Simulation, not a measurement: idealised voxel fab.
process module | voxel capacitor over wiring
cross-section cut | 220 nm wide | cells 5 nm
A cross-section is a grid of square cells, given in bands from the top down. A band is one or more rows of cells.
Each band's line starts with the height of the band's top and of its bottom, in nm. Then come its materials from left to right, each with its width in nm. One material with "throughout" fills the band from edge to edge. "air" is empty space.
Height 0 is the level under which the wafer as received is all one material. The lowest band goes on downwards, as in "0 down".
A width such as "30 to 40" changes by the same amount from each row of cells to the next, from the band's top row to its bottom row.
"no change" after a step means that no cell of the cross-section changed.
closed voids: empty space of 8 cells or more with no open way to the top, each as width x height at its distance from the left edge, in nm
after a step's settings: what the simulator itself notes on the step
overlay nm, on a step with a mask: how far to the right of its planned place the mask lay; to the left if negative
plan
1 op RECEIVE | material Si
2 op CONFORMAL_DEP | material SiO2 | thk nm 15
3 op DIRECTIONAL_DEP | material TiN | thk nm 5
4 op DIRECTIONAL_DEP | material W | thk nm 15
5 op DIRECTIONAL_DEP | material aC | thk nm 15
6 op PATTERN | tone cover | mask id METAL_1 | material resist | width nm 30 | pitch nm 90 | thk nm 30 | overlay nm 0
7 op DIRECTIONAL_ETCH | etch materials aC | depth nm 15
8 op STRIP | etch materials resist
9 op DIRECTIONAL_ETCH | etch materials W | depth nm 15
10 op DIRECTIONAL_ETCH | etch materials TiN | depth nm 5
11 op STRIP | etch materials aC
12 op CONFORMAL_DEP | material SiN | thk nm 5
13 op FILL_DEP | material SiO2 | thk nm 5
14 op CMP | height nm 35
15 op CONFORMAL_DEP | material SiCN | thk nm 5
16 op DIRECTIONAL_DEP | material SiO2 | thk nm 15
17 op PATTERN | tone open | mask id PLUG_1 | material resist | width nm 15 | thk nm 15 | overlay nm 0
18 op DIRECTIONAL_ETCH | etch materials SiO2 | depth nm 15
19 op DIRECTIONAL_ETCH | etch materials SiCN | depth nm 5
20 op STRIP | etch materials resist
21 op CONFORMAL_DEP | material TiN | thk nm 5
22 op FILL_DEP | material Cu | thk nm 10
23 op CMP | height nm 55
24 op DIRECTIONAL_DEP | material TiN | thk nm 10
25 op DIRECTIONAL_DEP | material Al2O3 | thk nm 5
26 op DIRECTIONAL_DEP | material TiN | thk nm 5
27 op PATTERN | tone cover | mask id UPPER_PLATE | material resist | width nm 65 | thk nm 15 | overlay nm -15
28 op DIRECTIONAL_ETCH | etch materials TiN | depth nm 5
29 op DIRECTIONAL_ETCH | etch materials Al2O3 | depth nm 5
30 op STRIP | etch materials resist
31 op DIRECTIONAL_DEP | material aC | thk nm 10
32 op PATTERN | tone cover | mask id LOWER_PLATE | material resist | width nm 75 | thk nm 25 | overlay nm 0
33 op DIRECTIONAL_ETCH | etch materials aC | depth nm 10
34 op STRIP | etch materials resist
35 op DIRECTIONAL_ETCH | etch materials TiN | depth nm 10
36 op STRIP | etch materials aC
37 op FILL_DEP | material SiO2 | thk nm 20
38 op CMP | height nm 90
39 op MASKED_ETCH | tone open | mask id PLUG_2 | width nm 15 | etch materials SiO2 | depth nm 15 | overlay nm 0
40 op CONFORMAL_DEP | material TiN | thk nm 5
41 op FILL_DEP | material W | thk nm 5
42 op CMP | height nm 90
43 op CONFORMAL_DEP | material SiCN | thk nm 5
varied across the wafers: overlay nm of step 27. The plan shows the first wafer's value. All wafers start alike
first wafer as received, after step 1
  0 down: Si throughout
  closed voids: none
each wafer at the end: cells of each material gained (+) or lost (-) since it was received, then its closed voids
overlay nm -15 | +13 Al2O3 | +3 Cu | +85 SiCN | +44 SiN | +580 SiO2 | +73 TiN | +38 W | closed voids: none
overlay nm -10 | +13 Al2O3 | +3 Cu | +85 SiCN | +44 SiN | +581 SiO2 | +72 TiN | +38 W | closed voids: none
overlay nm -5 | +13 Al2O3 | +3 Cu | +85 SiCN | +44 SiN | +582 SiO2 | +71 TiN | +38 W | closed voids: none
overlay nm 0 | +13 Al2O3 | +3 Cu | +85 SiCN | +44 SiN | +582 SiO2 | +71 TiN | +38 W | closed voids: none
overlay nm 5 | +13 Al2O3 | +3 Cu | +85 SiCN | +44 SiN | +582 SiO2 | +71 TiN | +38 W | closed voids: none
overlay nm 10 | +13 Al2O3 | +3 Cu | +85 SiCN | +44 SiN | +581 SiO2 | +72 TiN | +38 W | closed voids: none
overlay nm 15 | +13 Al2O3 | +3 Cu | +85 SiCN | +44 SiN | +580 SiO2 | +73 TiN | +38 W | closed voids: none
